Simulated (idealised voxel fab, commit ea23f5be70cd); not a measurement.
Process module in this document: voxel transistor to metal
200 nm wide, 5 nm square cells: that's cross-section cut.
A cross-section is written here as square cells arranged in a grid, and it is given in bands from the top down, each band taking up one or more rows of cells. Heads up on the band format: heights come first, top then bottom, in nm. After that it's the materials left to right, each with its width in nm. A single material flagged "full width" fills the whole band edge to edge, and "empty" means there's empty space there. We count height from 0. Below that, the starting wafer is all one material. The lowest band never ends at the bottom but goes on down; see "z 0 and below" for how that is written. A width such as "30 to 40" changes by the same amount from each row of cells to the next, from the band's top row to its bottom row. No cell of the cross-section changed in a step that is given as "no alterations made". Entry "Closed cavities" = empty spaces >= 8 cells with no open way to the top; each as width x height at distance, distance from left edge, all nm. On each step's line, the part that comes after the settings is the simulator's own comment on the step. When a step includes a mask, the "overlay nm" setting on its line states how far to the right of its planned place that mask lay, and negative values state how far to the left.

So here's the lineup of process steps we planned
- 1: RECEIVE | material Si
- 2: CONFORMAL_DEP | material SiO2 | thk nm 5
- 3: CONFORMAL_DEP | material SiN | thk nm 15
- 4: MASKED_ETCH | tone cover | mask id ACTIVE | width nm 110 | etch materials SiN | depth nm 15 | overlay nm 0
- 5: MASKED_ETCH | tone cover | mask id ACTIVE | width nm 110 | etch materials SiO2 | depth nm 5 | overlay nm 0
- 6: MASKED_ETCH | tone cover | mask id ACTIVE | width nm 110 | etch materials Si | depth nm 30 | overlay nm 0
- 7: FILL_DEP | material SiO2 | thk nm 15
- 8: CMP | height nm 20
- 9: SELECTIVE_ETCH | etch materials SiO2 | depth nm 5
- 10: STRIP | etch materials SiN
- 11: SELECTIVE_ETCH | etch materials SiO2 | depth nm 5
- 12: OXIDIZE | depth nm 5
- 13: DIRECTIONAL_DEP | material polySi | thk nm 20
- 14: DIRECTIONAL_DEP | material SiCN | thk nm 10
- 15: PATTERN | tone cover | mask id GATE | material resist | width nm 20 | thk nm 20 | overlay nm 0
- 16: DIRECTIONAL_ETCH | etch materials SiCN | depth nm 20
- 17: DIRECTIONAL_ETCH | etch materials polySi | depth nm 30
- 18: STRIP | etch materials resist
- 19: CONFORMAL_DEP | material SiN | thk nm 5
- 20: DIRECTIONAL_ETCH | etch materials SiN | depth nm 5
- 21: DIRECTIONAL_ETCH | etch materials SiO2 | depth nm 5
- 22: DIRECTIONAL_ETCH | etch materials Si | depth nm 10
- 23: EPI | material SiGe | thk nm 10
- 24: FILL_DEP | material SiO2 | thk nm 10
- 25: CMP | height nm 30
- 26: DIRECTIONAL_DEP | material SiO2 | thk nm 10
- 27: MASKED_ETCH | tone open | mask id CONTACT | width nm 15 | pitch nm 75 | etch materials SiO2 | depth nm 45 | overlay nm 0
- 28: CONFORMAL_DEP | material TiN | thk nm 5
- 29: FILL_DEP | material W | thk nm 10
- 30: CMP | height nm 40
- 31: CONFORMAL_DEP | material SiCN | thk nm 5
- 32: DIRECTIONAL_DEP | material lowk | thk nm 20
- 33: MASKED_ETCH | tone open | mask id METAL_1 | width nm 15 | pitch nm 75 | etch materials lowk | depth nm 20 | overlay nm 0
- 34: MASKED_ETCH | tone open | mask id METAL_1 | width nm 15 | pitch nm 75 | etch materials SiCN | depth nm 5 | overlay nm 0
- 35: CONFORMAL_DEP | material TiN | thk nm 5
- 36: FILL_DEP | material Cu | thk nm 5
- 37: CMP | height nm 65
- 38: EPI | material Ru | thk nm 5
- 39: FILL_DEP | material SiCN | thk nm 5

First of two wafers - as planned

Wafer at receipt (post step 1), cross-section
    z 0 and below: Si full width
    Closed cavities: none

Wafer after step 2 (cross-section)
    z 5 to 0: SiO2 full width
    All layers under 0 are left as they were.

Wafer after step 3 (cross-section)
    z 20 to 5: SiN full width
    All layers under 5 are left as they were.

Wafer after step 4 (cross-section)
    z 20 to 5: empty=45, SiN=110, empty=45
    All layers under 5 are left as they were.

Wafer after step 5 (cross-section)
    z 20 to 5: empty=45, SiN=110, empty=45
    z 5 to 0: empty=45, SiO2=110, empty=45
    All layers under 0 are left as they were.

Wafer after step 6 (cross-section)
    z 20 to 5: empty=45, SiN=110, empty=45
    z 5 to 0: empty=45, SiO2=110, empty=45
    z 0 to -30: empty=45, Si=110, empty=45
    All layers under -30 are left as they were.

Wafer after step 7 (cross-section)
    z 35 to 20: SiO2 full width
    z 20 to 5: SiO2=45, SiN=110, SiO2=45
    z 5 to 0: SiO2 full width
    z 0 to -30: SiO2=45, Si=110, SiO2=45
    All layers under -30 are left as they were.

Wafer after step 8 (cross-section)
    z 20 to 5: SiO2=45, SiN=110, SiO2=45
    All layers under 5 are left as they were.

Wafer after step 9 (cross-section)
    z 20 to 15: empty=45, SiN=110, empty=45
    All layers under 15 are left as they were.

Wafer after step 10 (cross-section)
    z 15 to 5: SiO2=45, empty=110, SiO2=45
    All layers under 5 are left as they were.

Wafer after step 11 (cross-section)
    z 10 to 0: SiO2=40, empty=120, SiO2=40
    All layers under 0 are left as they were.

Wafer after step 12 (cross-section)
    z 10 to 0: SiO2=40, empty=120, SiO2=40
    z 0 to -5: SiO2 full width
    All layers under -5 are left as they were.

Wafer after step 13 (cross-section)
    z 30 to 20: polySi=40, empty=120, polySi=40
    z 20 to 10: polySi full width
    z 10 to 0: SiO2=40, polySi=120, SiO2=40
    All layers under 0 are left as they were.

Wafer after step 14 (cross-section)
    z 40 to 30: SiCN=40, empty=120, SiCN=40
    z 30 to 20: polySi=40, SiCN=120, polySi=40
    All layers under 20 are left as they were.

Wafer after step 15 (cross-section)
    z 60 to 40: empty=90, resist=20, empty=90
    z 40 to 30: SiCN=40, empty=50, resist=20, empty=50, SiCN=40
    All layers under 30 are left as they were.

Wafer after step 16 (cross-section)
    z 60 to 30: empty=90, resist=20, empty=90
    z 30 to 20: polySi=40, empty=50, SiCN=20, empty=50, polySi=40
    All layers under 20 are left as they were.

Wafer after step 17 (cross-section)
    z 60 to 30: empty=90, resist=20, empty=90
    z 30 to 20: empty=90, SiCN=20, empty=90
    z 20 to 10: empty=90, polySi=20, empty=90
    z 10 to 0: SiO2=40, empty=50, polySi=20, empty=50, SiO2=40
    All layers under 0 are left as they were.

Wafer after step 18 (cross-section)
    z 30 to 20: empty=90, SiCN=20, empty=90
    All layers under 20 are left as they were.

Wafer after step 19 (cross-section)
    z 35 to 30: empty=85, SiN=30, empty=85
    z 30 to 20: empty=85, SiN=5, SiCN=20, SiN=5, empty=85
    z 20 to 15: empty=85, SiN=5, polySi=20, SiN=5, empty=85
    z 15 to 10: SiN=45, empty=40, SiN=5, polySi=20, SiN=5, empty=40, SiN=45
    z 10 to 5: SiO2=40, SiN=5, empty=40, SiN=5, polySi=20, SiN=5, empty=40, SiN=5, SiO2=40
    z 5 to 0: SiO2=40, SiN=50, polySi=20, SiN=50, SiO2=40
    All layers under 0 are left as they were.

Wafer after step 20 (cross-section)
    z 30 to 20: empty=85, SiN=5, SiCN=20, SiN=5, empty=85
    z 20 to 10: empty=85, SiN=5, polySi=20, SiN=5, empty=85
    z 10 to 0: SiO2=40, SiN=5, empty=40, SiN=5, polySi=20, SiN=5, empty=40, SiN=5, SiO2=40
    All layers under 0 are left as they were.

Wafer after step 21 (cross-section)
    z 30 to 20: empty=85, SiN=5, SiCN=20, SiN=5, empty=85
    z 20 to 10: empty=85, SiN=5, polySi=20, SiN=5, empty=85
    z 10 to 5: empty=40, SiN=5, empty=40, SiN=5, polySi=20, SiN=5, empty=40, SiN=5, empty=40
    z 5 to 0: SiO2=40, SiN=5, empty=40, SiN=5, polySi=20, SiN=5, empty=40, SiN=5, SiO2=40
    z 0 to -5: SiO2=45, empty=40, SiO2=30, empty=40, SiO2=45
    All layers under -5 are left as they were.

Wafer after step 22 (cross-section)
    z 30 to 20: empty=85, SiN=5, SiCN=20, SiN=5, empty=85
    z 20 to 10: empty=85, SiN=5, polySi=20, SiN=5, empty=85
    z 10 to 5: empty=40, SiN=5, empty=40, SiN=5, polySi=20, SiN=5, empty=40, SiN=5, empty=40
    z 5 to 0: SiO2=40, SiN=5, empty=40, SiN=5, polySi=20, SiN=5, empty=40, SiN=5, SiO2=40
    z 0 to -5: SiO2=45, empty=40, SiO2=30, empty=40, SiO2=45
    z -5 to -15: SiO2=45, empty=40, Si=30, empty=40, SiO2=45
    All layers under -15 are left as they were.

Wafer after step 23 (cross-section)
    z 30 to 20: empty=85, SiN=5, SiCN=20, SiN=5, empty=85
    z 20 to 10: empty=85, SiN=5, polySi=20, SiN=5, empty=85
    z 10 to 5: empty=40, SiN=5, empty=40, SiN=5, polySi=20, SiN=5, empty=40, SiN=5, empty=40
    z 5 to 0: SiO2=40, SiN=5, empty=30, SiGe=10, SiN=5, polySi=20, SiN=5, SiGe=10, empty=30, SiN=5, SiO2=40
    z 0 to -5: SiO2=45, empty=30, SiGe=10, SiO2=30, SiGe=10, empty=30, SiO2=45
    z -5 to -15: SiO2=45, SiGe=40, Si=30, SiGe=40, SiO2=45
    All layers under -15 are left as they were.

Wafer after step 24 (cross-section)
    z 40 to 30: SiO2 full width
    z 30 to 20: SiO2=85, SiN=5, SiCN=20, SiN=5, SiO2=85
    z 20 to 10: SiO2=85, SiN=5, polySi=20, SiN=5, SiO2=85
    z 10 to 5: SiO2=40, SiN=5, SiO2=40, SiN=5, polySi=20, SiN=5, SiO2=40, SiN=5, SiO2=40
    z 5 to 0: SiO2=40, SiN=5, SiO2=30, SiGe=10, SiN=5, polySi=20, SiN=5, SiGe=10, SiO2=30, SiN=5, SiO2=40
    z 0 to -5: SiO2=75, SiGe=10, SiO2=30, SiGe=10, SiO2=75
    All layers under -5 are left as they were.

Wafer after step 25 (cross-section)
    z 30 to 20: SiO2=85, SiN=5, SiCN=20, SiN=5, SiO2=85
    All layers under 20 are left as they were.

Wafer after step 26 (cross-section)
    z 40 to 30: SiO2 full width
    All layers under 30 are left as they were.

Wafer after step 27 (cross-section)
    z 40 to 30: SiO2=55, empty=15, SiO2=60, empty=15, SiO2=55
    z 30 to 20: SiO2=55, empty=15, SiO2=15, SiN=5, SiCN=20, SiN=5, SiO2=15, empty=15, SiO2=55
    z 20 to 10: SiO2=55, empty=15, SiO2=15, SiN=5, polySi=20, SiN=5, SiO2=15, empty=15, SiO2=55
    z 10 to 5: SiO2=40, SiN=5, SiO2=10, empty=15, SiO2=15, SiN=5, polySi=20, SiN=5, SiO2=15, empty=15, SiO2=10, SiN=5, SiO2=40
    z 5 to 0: SiO2=40, SiN=5, SiO2=10, empty=15, SiO2=5, SiGe=10, SiN=5, polySi=20, SiN=5, SiGe=10, SiO2=5, empty=15, SiO2=10, SiN=5, SiO2=40
    z 0 to -5: SiO2=55, empty=15, SiO2=5, SiGe=10, SiO2=30, SiGe=10, SiO2=5, empty=15, SiO2=55
    All layers under -5 are left as they were.

Wafer after step 28 (cross-section)
    z 45 to 40: TiN=60, empty=5, TiN=70, empty=5, TiN=60
    z 40 to 30: SiO2=55, TiN=5, empty=5, TiN=5, SiO2=60, TiN=5, empty=5, TiN=5, SiO2=55
    z 30 to 20: SiO2=55, TiN=5, empty=5, TiN=5, SiO2=15, SiN=5, SiCN=20, SiN=5, SiO2=15, TiN=5, empty=5, TiN=5, SiO2=55
    z 20 to 10: SiO2=55, TiN=5, empty=5, TiN=5, SiO2=15, SiN=5, polySi=20, SiN=5, SiO2=15, TiN=5, empty=5, TiN=5, SiO2=55
    z 10 to 5: SiO2=40, SiN=5, SiO2=10, TiN=5, empty=5, TiN=5, SiO2=15, SiN=5, polySi=20, SiN=5, SiO2=15, TiN=5, empty=5, TiN=5, SiO2=10, SiN=5, SiO2=40
    z 5 to 0: SiO2=40, SiN=5, SiO2=10, TiN=5, empty=5, TiN=5, SiO2=5, SiGe=10, SiN=5, polySi=20, SiN=5, SiGe=10, SiO2=5, TiN=5, empty=5, TiN=5, SiO2=10, SiN=5, SiO2=40
    z 0 to -5: SiO2=55, TiN=15, SiO2=5, SiGe=10, SiO2=30, SiGe=10, SiO2=5, TiN=15, SiO2=55
    All layers under -5 are left as they were.

Wafer after step 29 (cross-section)
    z 55 to 45: W full width
    z 45 to 40: TiN=60, W=5, TiN=70, W=5, TiN=60
    z 40 to 30: SiO2=55, TiN=5, W=5, TiN=5, SiO2=60, TiN=5, W=5, TiN=5, SiO2=55
    z 30 to 20: SiO2=55, TiN=5, W=5, TiN=5, SiO2=15, SiN=5, SiCN=20, SiN=5, SiO2=15, TiN=5, W=5, TiN=5, SiO2=55
    z 20 to 10: SiO2=55, TiN=5, W=5, TiN=5, SiO2=15, SiN=5, polySi=20, SiN=5, SiO2=15, TiN=5, W=5, TiN=5, SiO2=55
    z 10 to 5: SiO2=40, SiN=5, SiO2=10, TiN=5, W=5, TiN=5, SiO2=15, SiN=5, polySi=20, SiN=5, SiO2=15, TiN=5, W=5, TiN=5, SiO2=10, SiN=5, SiO2=40
    z 5 to 0: SiO2=40, SiN=5, SiO2=10, TiN=5, W=5, TiN=5, SiO2=5, SiGe=10, SiN=5, polySi=20, SiN=5, SiGe=10, SiO2=5, TiN=5, W=5, TiN=5, SiO2=10, SiN=5, SiO2=40
    All layers under 0 are left as they were.

Wafer after step 30 (cross-section)
    z 40 to 30: SiO2=55, TiN=5, W=5, TiN=5, SiO2=60, TiN=5, W=5, TiN=5, SiO2=55
    All layers under 30 are left as they were.

Wafer after step 31 (cross-section)
    z 45 to 40: SiCN full width
    All layers under 40 are left as they were.

Wafer after step 32 (cross-section)
    z 65 to 45: lowk full width
    All layers under 45 are left as they were.

Wafer after step 33 (cross-section)
    z 65 to 45: lowk=55, empty=15, lowk=60, empty=15, lowk=55
    All layers under 45 are left as they were.

Wafer after step 34 (cross-section)
    z 65 to 45: lowk=55, empty=15, lowk=60, empty=15, lowk=55
    z 45 to 40: SiCN=55, empty=15, SiCN=60, empty=15, SiCN=55
    All layers under 40 are left as they were.

Wafer after step 35 (cross-section)
    z 70 to 65: TiN=60, empty=5, TiN=70, empty=5, TiN=60
    z 65 to 45: lowk=55, TiN=5, empty=5, TiN=5, lowk=60, TiN=5, empty=5, TiN=5, lowk=55
    z 45 to 40: SiCN=55, TiN=15, SiCN=60, TiN=15, SiCN=55
    All layers under 40 are left as they were.

Wafer after step 36 (cross-section)
    z 75 to 70: Cu full width
    z 70 to 65: TiN=60, Cu=5, TiN=70, Cu=5, TiN=60
    z 65 to 45: lowk=55, TiN=5, Cu=5, TiN=5, lowk=60, TiN=5, Cu=5, TiN=5, lowk=55
    All layers under 45 are left as they were.

Wafer after step 37 (cross-section)
    z 65 to 45: lowk=55, TiN=5, Cu=5, TiN=5, lowk=60, TiN=5, Cu=5, TiN=5, lowk=55
    All layers under 45 are left as they were.

Wafer after step 38 (cross-section)
    z 70 to 65: empty=50, Ru=25, empty=50, Ru=25, empty=50
    All layers under 65 are left as they were.

Wafer after step 39 (cross-section)
    z 75 to 70: SiCN full width
    z 70 to 65: SiCN=50, Ru=25, SiCN=50, Ru=25, SiCN=50
    All layers under 65 are left as they were.

Wafer two. Same start, same plan, one slip in execution. Same as wafer one through step 1, inclusive

Second wafer at the planned finish of step 2, seen in cross-section: no alterations made

Second wafer at the planned finish of step 3, seen in cross-section
    z 15 to 0: SiN full width
    All layers under 0 are left as they were.

Second wafer at the planned finish of step 4, seen in cross-section
    z 15 to 0: empty=45, SiN=110, empty=45
    All layers under 0 are left as they were.

Second wafer at the planned finish of step 5, seen in cross-section: no alterations made

Second wafer at the planned finish of step 6, seen in cross-section
    z 15 to 0: empty=45, SiN=110, empty=45
    z 0 to -30: empty=45, Si=110, empty=45
    All layers under -30 are left as they were.

Second wafer at the planned finish of step 7, seen in cross-section
    z 30 to 15: SiO2 full width
    z 15 to 0: SiO2=45, SiN=110, SiO2=45
    z 0 to -30: SiO2=45, Si=110, SiO2=45
    All layers under -30 are left as they were.

Second wafer at the planned finish of step 8, seen in cross-section
    z 20 to 15: SiO2 full width
    All layers under 15 are left as they were.

Second wafer at the planned finish of step 9, seen in cross-section
    z 15 to 0: SiO2=45, SiN=110, SiO2=45
    All layers under 0 are left as they were.

Second wafer at the planned finish of step 10, seen in cross-section
    z 15 to 0: SiO2=45, empty=110, SiO2=45
    All layers under 0 are left as they were.

Second wafer at the planned finish of step 11, seen in cross-section
    z 10 to 0: SiO2=40, empty=120, SiO2=40
    z 0 to -5: SiO2=40, empty=5, Si=110, empty=5, SiO2=40
    All layers under -5 are left as they were.

Second wafer at the planned finish of step 12, seen in cross-section
    z 10 to 0: SiO2=40, empty=120, SiO2=40
    z 0 to -5: SiO2=40, empty=5, SiO2=110, empty=5, SiO2=40
    z -5 to -10: SiO2=50, Si=100, SiO2=50
    All layers under -10 are left as they were.

Second wafer at the planned finish of step 13, seen in cross-section
    z 30 to 20: polySi=40, empty=120, polySi=40
    z 20 to 15: polySi=40, empty=5, polySi=110, empty=5, polySi=40
    z 15 to 10: polySi full width
    z 10 to 0: SiO2=40, polySi=120, SiO2=40
    z 0 to -5: SiO2=40, polySi=5, SiO2=110, polySi=5, SiO2=40
    All layers under -5 are left as they were.

Second wafer at the planned finish of step 14, seen in cross-section
    z 40 to 30: SiCN=40, empty=120, SiCN=40
    z 30 to 25: polySi=40, empty=5, SiCN=110, empty=5, polySi=40
    z 25 to 20: polySi=40, SiCN=120, polySi=40
    z 20 to 15: polySi=40, SiCN=5, polySi=110, SiCN=5, polySi=40
    All layers under 15 are left as they were.

Second wafer at the planned finish of step 15, seen in cross-section
    z 60 to 40: empty=90, resist=20, empty=90
    z 40 to 30: SiCN=40, empty=50, resist=20, empty=50, SiCN=40
    All layers under 30 are left as they were.

Second wafer at the planned finish of step 16, seen in cross-section
    z 60 to 30: empty=90, resist=20, empty=90
    z 30 to 20: polySi=40, empty=50, SiCN=20, empty=50, polySi=40
    z 20 to 15: polySi=40, empty=5, polySi=110, empty=5, polySi=40
    All layers under 15 are left as they were.

Second wafer at the planned finish of step 17, seen in cross-section
    z 60 to 30: empty=90, resist=20, empty=90
    z 30 to 20: empty=90, SiCN=20, empty=90
    z 20 to 10: empty=90, polySi=20, empty=90
    z 10 to 0: SiO2=40, empty=50, polySi=20, empty=50, SiO2=40
    z 0 to -5: SiO2=40, empty=5, SiO2=110, empty=5, SiO2=40
    All layers under -5 are left as they were.

Second wafer at the planned finish of step 18, seen in cross-section
    z 30 to 20: empty=90, SiCN=20, empty=90
    All layers under 20 are left as they were.

Second wafer at the planned finish of step 19, seen in cross-section
    z 35 to 30: empty=85, SiN=30, empty=85
    z 30 to 20: empty=85, SiN=5, SiCN=20, SiN=5, empty=85
    z 20 to 15: empty=85, SiN=5, polySi=20, SiN=5, empty=85
    z 15 to 10: SiN=45, empty=40, SiN=5, polySi=20, SiN=5, empty=40, SiN=45
    z 10 to 5: SiO2=40, SiN=5, empty=40, SiN=5, polySi=20, SiN=5, empty=40, SiN=5, SiO2=40
    z 5 to 0: SiO2=40, SiN=50, polySi=20, SiN=50, SiO2=40
    z 0 to -5: SiO2=40, SiN=5, SiO2=110, SiN=5, SiO2=40
    All layers under -5 are left as they were.

Second wafer at the planned finish of step 20, seen in cross-section
    z 30 to 20: empty=85, SiN=5, SiCN=20, SiN=5, empty=85
    z 20 to 10: empty=85, SiN=5, polySi=20, SiN=5, empty=85
    z 10 to 0: SiO2=40, SiN=5, empty=40, SiN=5, polySi=20, SiN=5, empty=40, SiN=5, SiO2=40
    All layers under 0 are left as they were.

Second wafer at the planned finish of step 21, seen in cross-section
    z 30 to 20: empty=85, SiN=5, SiCN=20, SiN=5, empty=85
    z 20 to 10: empty=85, SiN=5, polySi=20, SiN=5, empty=85
    z 10 to 5: empty=40, SiN=5, empty=40, SiN=5, polySi=20, SiN=5, empty=40, SiN=5, empty=40
    z 5 to 0: SiO2=40, SiN=5, empty=40, SiN=5, polySi=20, SiN=5, empty=40, SiN=5, SiO2=40
    z 0 to -5: SiO2=40, SiN=5, empty=40, SiO2=30, empty=40, SiN=5, SiO2=40
    All layers under -5 are left as they were.

Second wafer at the planned finish of step 22, seen in cross-section
    z 30 to 20: empty=85, SiN=5, SiCN=20, SiN=5, empty=85
    z 20 to 10: empty=85, SiN=5, polySi=20, SiN=5, empty=85
    z 10 to 5: empty=40, SiN=5, empty=40, SiN=5, polySi=20, SiN=5, empty=40, SiN=5, empty=40
    z 5 to 0: SiO2=40, SiN=5, empty=40, SiN=5, polySi=20, SiN=5, empty=40, SiN=5, SiO2=40
    z 0 to -5: SiO2=40, SiN=5, empty=40, SiO2=30, empty=40, SiN=5, SiO2=40
    z -5 to -10: SiO2=50, empty=35, Si=30, empty=35, SiO2=50
    z -10 to -15: SiO2=45, Si=5, empty=35, Si=30, empty=35, Si=5, SiO2=45
    All layers under -15 are left as they were.

Second wafer at the planned finish of step 23, seen in cross-section
    z 30 to 20: empty=85, SiN=5, SiCN=20, SiN=5, empty=85
    z 20 to 10: empty=85, SiN=5, polySi=20, SiN=5, empty=85
    z 10 to 5: empty=40, SiN=5, empty=40, SiN=5, polySi=20, SiN=5, empty=40, SiN=5, empty=40
    z 5 to 0: SiO2=40, SiN=5, empty=30, SiGe=10, SiN=5, polySi=20, SiN=5, SiGe=10, empty=30, SiN=5, SiO2=40
    z 0 to -5: SiO2=40, SiN=5, SiGe=15, empty=15, SiGe=10, SiO2=30, SiGe=10, empty=15, SiGe=15, SiN=5, SiO2=40
    z -5 to -10: SiO2=50, SiGe=35, Si=30, SiGe=35, SiO2=50
    z -10 to -15: SiO2=45, Si=5, SiGe=35, Si=30, SiGe=35, Si=5, SiO2=45
    All layers under -15 are left as they were.

Second wafer at the planned finish of step 24, seen in cross-section
    z 40 to 30: SiO2 full width
    z 30 to 20: SiO2=85, SiN=5, SiCN=20, SiN=5, SiO2=85
    z 20 to 10: SiO2=85, SiN=5, polySi=20, SiN=5, SiO2=85
    z 10 to 5: SiO2=40, SiN=5, SiO2=40, SiN=5, polySi=20, SiN=5, SiO2=40, SiN=5, SiO2=40
    z 5 to 0: SiO2=40, SiN=5, SiO2=30, SiGe=10, SiN=5, polySi=20, SiN=5, SiGe=10, SiO2=30, SiN=5, SiO2=40
    z 0 to -5: SiO2=40, SiN=5, SiGe=15, SiO2=15, SiGe=10, SiO2=30, SiGe=10, SiO2=15, SiGe=15, SiN=5, SiO2=40
    All layers under -5 are left as they were.

Second wafer at the planned finish of step 25, seen in cross-section
    z 30 to 20: SiO2=85, SiN=5, SiCN=20, SiN=5, SiO2=85
    All layers under 20 are left as they were.

Second wafer at the planned finish of step 26, seen in cross-section
    z 40 to 30: SiO2 full width
    All layers under 30 are left as they were.

Second wafer at the planned finish of step 27, seen in cross-section
    z 40 to 30: SiO2=55, empty=15, SiO2=60, empty=15, SiO2=55
    z 30 to 20: SiO2=55, empty=15, SiO2=15, SiN=5, SiCN=20, SiN=5, SiO2=15, empty=15, SiO2=55
    z 20 to 10: SiO2=55, empty=15, SiO2=15, SiN=5, polySi=20, SiN=5, SiO2=15, empty=15, SiO2=55
    z 10 to 5: SiO2=40, SiN=5, SiO2=10, empty=15, SiO2=15, SiN=5, polySi=20, SiN=5, SiO2=15, empty=15, SiO2=10, SiN=5, SiO2=40
    z 5 to 0: SiO2=40, SiN=5, SiO2=10, empty=15, SiO2=5, SiGe=10, SiN=5, polySi=20, SiN=5, SiGe=10, SiO2=5, empty=15, SiO2=10, SiN=5, SiO2=40
    z 0 to -5: SiO2=40, SiN=5, SiGe=15, empty=10, SiO2=5, SiGe=10, SiO2=30, SiGe=10, SiO2=5, empty=10, SiGe=15, SiN=5, SiO2=40
    All layers under -5 are left as they were.

Second wafer at the planned finish of step 28, seen in cross-section
    z 45 to 40: TiN=60, empty=5, TiN=70, empty=5, TiN=60
    z 40 to 30: SiO2=55, TiN=5, empty=5, TiN=5, SiO2=60, TiN=5, empty=5, TiN=5, SiO2=55
    z 30 to 20: SiO2=55, TiN=5, empty=5, TiN=5, SiO2=15, SiN=5, SiCN=20, SiN=5, SiO2=15, TiN=5, empty=5, TiN=5, SiO2=55
    z 20 to 10: SiO2=55, TiN=5, empty=5, TiN=5, SiO2=15, SiN=5, polySi=20, SiN=5, SiO2=15, TiN=5, empty=5, TiN=5, SiO2=55
    z 10 to 5: SiO2=40, SiN=5, SiO2=10, TiN=5, empty=5, TiN=5, SiO2=15, SiN=5, polySi=20, SiN=5, SiO2=15, TiN=5, empty=5, TiN=5, SiO2=10, SiN=5, SiO2=40
    z 5 to 0: SiO2=40, SiN=5, SiO2=10, TiN=15, SiO2=5, SiGe=10, SiN=5, polySi=20, SiN=5, SiGe=10, SiO2=5, TiN=15, SiO2=10, SiN=5, SiO2=40
    z 0 to -5: SiO2=40, SiN=5, SiGe=15, TiN=10, SiO2=5, SiGe=10, SiO2=30, SiGe=10, SiO2=5, TiN=10, SiGe=15, SiN=5, SiO2=40
    All layers under -5 are left as they were.

Second wafer at the planned finish of step 29, seen in cross-section
    z 55 to 45: W full width
    z 45 to 40: TiN=60, W=5, TiN=70, W=5, TiN=60
    z 40 to 30: SiO2=55, TiN=5, W=5, TiN=5, SiO2=60, TiN=5, W=5, TiN=5, SiO2=55
    z 30 to 20: SiO2=55, TiN=5, W=5, TiN=5, SiO2=15, SiN=5, SiCN=20, SiN=5, SiO2=15, TiN=5, W=5, TiN=5, SiO2=55
    z 20 to 10: SiO2=55, TiN=5, W=5, TiN=5, SiO2=15, SiN=5, polySi=20, SiN=5, SiO2=15, TiN=5, W=5, TiN=5, SiO2=55
    z 10 to 5: SiO2=40, SiN=5, SiO2=10, TiN=5, W=5, TiN=5, SiO2=15, SiN=5, polySi=20, SiN=5, SiO2=15, TiN=5, W=5, TiN=5, SiO2=10, SiN=5, SiO2=40
    All layers under 5 are left as they were.

Second wafer at the planned finish of step 30, seen in cross-section
    z 40 to 30: SiO2=55, TiN=5, W=5, TiN=5, SiO2=60, TiN=5, W=5, TiN=5, SiO2=55
    All layers under 30 are left as they were.

Second wafer at the planned finish of step 31, seen in cross-section
    z 45 to 40: SiCN full width
    All layers under 40 are left as they were.

Second wafer at the planned finish of step 32, seen in cross-section
    z 65 to 45: lowk full width
    All layers under 45 are left as they were.

Second wafer at the planned finish of step 33, seen in cross-section
    z 65 to 45: lowk=55, empty=15, lowk=60, empty=15, lowk=55
    All layers under 45 are left as they were.

Second wafer at the planned finish of step 34, seen in cross-section
    z 65 to 45: lowk=55, empty=15, lowk=60, empty=15, lowk=55
    z 45 to 40: SiCN=55, empty=15, SiCN=60, empty=15, SiCN=55
    All layers under 40 are left as they were.

Second wafer at the planned finish of step 35, seen in cross-section
    z 70 to 65: TiN=60, empty=5, TiN=70, empty=5, TiN=60
    z 65 to 45: lowk=55, TiN=5, empty=5, TiN=5, lowk=60, TiN=5, empty=5, TiN=5, lowk=55
    z 45 to 40: SiCN=55, TiN=15, SiCN=60, TiN=15, SiCN=55
    All layers under 40 are left as they were.

Second wafer at the planned finish of step 36, seen in cross-section
    z 75 to 70: Cu full width
    z 70 to 65: TiN=60, Cu=5, TiN=70, Cu=5, TiN=60
    z 65 to 45: lowk=55, TiN=5, Cu=5, TiN=5, lowk=60, TiN=5, Cu=5, TiN=5, lowk=55
    All layers under 45 are left as they were.

Second wafer at the planned finish of step 37, seen in cross-section
    z 65 to 45: lowk=55, TiN=5, Cu=5, TiN=5, lowk=60, TiN=5, Cu=5, TiN=5, lowk=55
    All layers under 45 are left as they were.

Second wafer at the planned finish of step 38, seen in cross-section
    z 70 to 65: empty=50, Ru=25, empty=50, Ru=25, empty=50
    All layers under 65 are left as they were.

Second wafer at the planned finish of step 39, seen in cross-section
    z 75 to 70: SiCN full width
    z 70 to 65: SiCN=50, Ru=25, SiCN=50, Ru=25, SiCN=50
    All layers under 65 are left as they were.
Plan not followed: step 2 of the plan got skipped, so it never ran
Final wafer comparison in cells, second versus first, more or fewer per material: Si: 2 more | SiGe: 2 more | SiN: 2 more | SiO2: 4 fewer | W: 2 fewer
